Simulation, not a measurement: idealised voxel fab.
The name of this process module is voxel tone inversion.
Displayed cross-section: cut, width of 275 nm, square cells sized 5 nm.
Each cross-section below is a grid of square cells, stated as bands in top-down order, with one or more rows of cells making up each band. Basically the band line says how high the top is and how high the bottom is, in nm, and then what's in it from left to right, every material with its width in nm. Empty space shows up as "blank", and if a single material carries "throughout" it runs the full band edge to edge. Heights from 0 (as-received wafer is one material below). Bottom band endless downward, as "top 0, no bottom". When a width is written as two numbers, as in "30->40", the first number is the width in the top row of cells of the band and the second is the width in its bottom row, and the width changes by the same amount from each row to the next. Step note "no alterations made" = no cross-section cell changed. "Entrapped void list" lists enclosed empty spaces (at least 8 cells, no open path upward to the top), each as width x height at distance from the left edge, in nm. If you see something after the settings on a step's line, that's the simulator's own remark about that step. You can add "overlay nm" to a step's line. For a step with a mask, it describes how far the mask lay to the right of its planned position, and a negative number describes a lay to the left.
-- The process steps that were planned are listed below
step 1: RECEIVE: material Si
step 2: CONFORMAL_DEP: material SiCN, thk nm 5
step 3: DIRECTIONAL_DEP: material aC, thk nm 25
step 4: PATTERN: tone cover, mask id POSTS, material resist, width nm 15, pitch nm 35, thk nm 35, overlay nm 0
step 5: DIRECTIONAL_ETCH: etch materials aC, depth nm 25
step 6: STRIP: etch materials resist
step 7: FILL_DEP: material lowk, thk nm 10
step 8: CMP: height nm 20
step 9: STRIP: etch materials aC
Variable across wafers: step 8 height nm (plan value is that of the first wafer; starting state common to all).
-- Received wafers, first of several: cross-section after step 1
    top 0, no bottom  Si throughout
    Entrapped void list: none
-- Per-wafer rows below. For each material: cells gained (+) or lost (-) since the wafer was received, as of end of module. Then: closed voids
height nm 20; +55 SiCN; +129 lowk; Entrapped void list: none
height nm 25; +55 SiCN; +172 lowk; Entrapped void list: none
height nm 30; +55 SiCN; +215 lowk; Entrapped void list: none
height nm 35; +55 SiCN; +60 aC; +270 lowk; Entrapped void list: none
height nm 40; +55 SiCN; +60 aC; +325 lowk; Entrapped void list: none
